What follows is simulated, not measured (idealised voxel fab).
process module | voxel gate over fins
cross-section cut | 230 nm wide | cells 5 nm
A cross-section is a grid of square cells, given in bands from the top down. A band is one or more rows of cells.
Each band's line starts with the height of the band's top and of its bottom, in nm. Then come its materials from left to right, each with its width in nm. One material with "throughout" fills the band from edge to edge. "air" is empty space.
Height 0 is the level under which the wafer as received is all one material. The lowest band goes on downwards, as in "0 down".
A width such as "30 to 40" changes by the same amount from each row of cells to the next, from the band's top row to its bottom row.
"no change" after a step means that no cell of the cross-section changed.
closed voids: empty space of 8 cells or more with no open way to the top, each as width x height at its distance from the left edge, in nm
after a step's settings: what the simulator itself notes on the step
overlay nm, on a step with a mask: how far to the right of its planned place the mask lay; to the left if negative
plan
1 op RECEIVE | material Si
2 op CONFORMAL_DEP | material SiN | thk nm 10
3 op MASKED_ETCH | tone cover | mask id FINS | width nm 15 | pitch nm 40 | etch materials SiN | depth nm 10 | overlay nm 0
4 op MASKED_ETCH | tone cover | mask id FINS | width nm 15 | pitch nm 40 | etch materials Si | depth nm 35 | overlay nm 0
5 op FILL_DEP | material SiO2 | thk nm 15
6 op CMP | height nm 10
7 op SELECTIVE_ETCH | etch materials SiO2 | depth nm 20
8 op STRIP | etch materials SiN
9 op CONFORMAL_DEP | material HfO2 | thk nm 5
10 op CONFORMAL_DEP | material TiN | thk nm 5
11 op CONFORMAL_DEP | material TiAl | thk nm 5
12 op CONFORMAL_DEP | material TiN | thk nm 5
13 op FILL_DEP | material W | thk nm 15
14 op CMP | height nm 30
15 op CONFORMAL_DEP | material SiCN | thk nm 5
as received, after step 1
  0 down: Si throughout
  closed voids: none
first wafer at the end, as planned
  35 to 30: SiCN throughout
  30 to 20: W throughout
  20 to 15: W 25 | TiN 175 | W 30
  15 to 10: W 25 | TiN 5 | TiAl 165 | TiN 5 | W 30
  10 to 5: TiN 30 | TiAl 5 | TiN 35 | TiAl 5 | TiN 35 | TiAl 5 | TiN 35 | TiAl 5 | TiN 35 | TiAl 5 | TiN 35
  5 to 0: TiAl 35 | TiN 5 | HfO2 25 | TiN 5 | TiAl 5 | TiN 5 | HfO2 25 | TiN 5 | TiAl 5 | TiN 5 | HfO2 25 | TiN 5 | TiAl 5 | TiN 5 | HfO2 25 | TiN 5 | TiAl 40
  0 to -5: TiN 40 | HfO2 5 | Si 15 | HfO2 5 | TiN 15 | HfO2 5 | Si 15 | HfO2 5 | TiN 15 | HfO2 5 | Si 15 | HfO2 5 | TiN 15 | HfO2 5 | Si 15 | HfO2 5 | TiN 45
  -5 to -10: HfO2 45 | Si 15 | HfO2 25 | Si 15 | HfO2 25 | Si 15 | HfO2 25 | Si 15 | HfO2 50
  -10 to -35: SiO2 45 | Si 15 | SiO2 25 | Si 15 | SiO2 25 | Si 15 | SiO2 25 | Si 15 | SiO2 50
  -35 down: Si throughout
  closed voids: none
second wafer at the end: like start, like plan, one mistake
  35 to 30: SiCN throughout
  30 to 20: W throughout
  20 to 15: W 25 | TiN 175 | W 30
  15 to 10: W 25 | TiN 5 | TiAl 165 | TiN 5 | W 30
  10 to 5: TiN 30 | TiAl 5 | TiN 35 | TiAl 5 | TiN 35 | TiAl 5 | TiN 35 | TiAl 5 | TiN 35 | TiAl 5 | TiN 35
  5 to 0: TiAl 35 | TiN 5 | HfO2 25 | TiN 5 | TiAl 5 | TiN 5 | HfO2 25 | TiN 5 | TiAl 5 | TiN 5 | HfO2 25 | TiN 5 | TiAl 5 | TiN 5 | HfO2 25 | TiN 5 | TiAl 40
  0 to -5: TiN 40 | HfO2 5 | Si 15 | HfO2 5 | TiN 15 | HfO2 5 | Si 15 | HfO2 5 | TiN 15 | HfO2 5 | Si 15 | HfO2 5 | TiN 15 | HfO2 5 | Si 15 | HfO2 5 | TiN 45
  -5 to -10: HfO2 45 | Si 15 | HfO2 25 | Si 15 | HfO2 25 | Si 15 | HfO2 25 | Si 15 | HfO2 50
  -10 to -70: SiO2 45 | Si 15 | SiO2 25 | Si 15 | SiO2 25 | Si 15 | SiO2 25 | Si 15 | SiO2 50
  -70 down: Si throughout
  closed voids: none
what went wrong: step 4 was run twice
at the end the second wafer has, in cells: 238 fewer of Si | 238 more of SiO2
